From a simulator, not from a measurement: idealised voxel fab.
This is a process module. Its name is voxel fin reveal.
The cross-section shown here is cut; it is 270 nm wide and divided into square cells measuring 5 nm on a side.
Each cross-section below is a grid of square cells, stated as bands in top-down order, with one or more rows of cells making up each band.
This entry defines a band. It first specifies the height of the band's top and the height of its bottom in nm, and then specifies the band's materials from left to right, stating each material with its width in nm. The word "full width" identifies a single material that fills the band from edge to edge, while the word "air" identifies empty space.
Beneath 0, the wafer as received is one material, and that level is where height counting begins. The lowest band goes on downward without a bottom; it is written like "z 0 and below".
When a width is written as two numbers, as in "30->40", the first number is the width in the top row of cells of the band and the second is the width in its bottom row, and the width changes by the same amount from each row to the next.
Key: "changes: none" - step with no changed cell in the cross-section.
The label "Closed void listing" introduces a list of the empty spaces, 8 cells or larger, that have no open way up to the top; each entry in it reads width x height at distance, where the distance is taken from the left edge and all three are stated in nm.
If you see something after the settings on a step's line, that's the simulator's own remark about that step.
Steps that use a mask can have "overlay nm" on their line. It says how far the mask sat to the right of where it was meant to be. Negative means to the left.

LISTED BELOW ARE THE PROCESS STEPS AS PLANNED
| 1 | RECEIVE [material Si] |
| 2 | CONFORMAL_DEP [material SiN] [thk nm 5] |
| 3 | PATTERN [tone cover] [mask id FINS] [material resist] [width nm 15] [pitch nm 35] [thk nm 20] [overlay nm 0] |
| 4 | DIRECTIONAL_ETCH [etch materials SiN] [depth nm 5] |
| 5 | DIRECTIONAL_ETCH [etch materials Si] [depth nm 35] |
| 6 | STRIP [etch materials resist] |
| 7 | OXIDIZE [depth nm 5] |
| 8 | FILL_DEP [material SiO2] [thk nm 15] |
| 9 | CMP [height nm 5] |
| 10 | SELECTIVE_ETCH [etch materials SiO2] [depth nm 20] |
| 11 | STRIP [etch materials SiN] |
| 12 | CONFORMAL_DEP [material SiO2] [thk nm 5] |

STEP 1 COMPLETE: CROSS-SECTION OF THE WAFER AS RECEIVED
  z 0 and below | Si full width
  Closed void listing: none

THE FOLLOWING CROSS-SECTION DEPICTS THE WAFER UPON CONCLUSION OF THE MODULE. PROCESSING COMMENCED FROM THE STARTING CONDITION ILLUSTRATED ABOVE AND ADHERED TO THE PLAN ILLUSTRATED ABOVE, SAVE FOR ONE MISTAKE IN EXECUTION
  z 5 to 0 | SiO2 full width
  z 0 to -40 | SiO2 80, then Si 5, then SiO2 30, then Si 5, then SiO2 30, then Si 5, then SiO2 30, then Si 5, then SiO2 80
  z -40 and below | Si full width
  Closed void listing: none
Deviation noted in wafer processing: step 9 of the plan was excluded from execution and never run
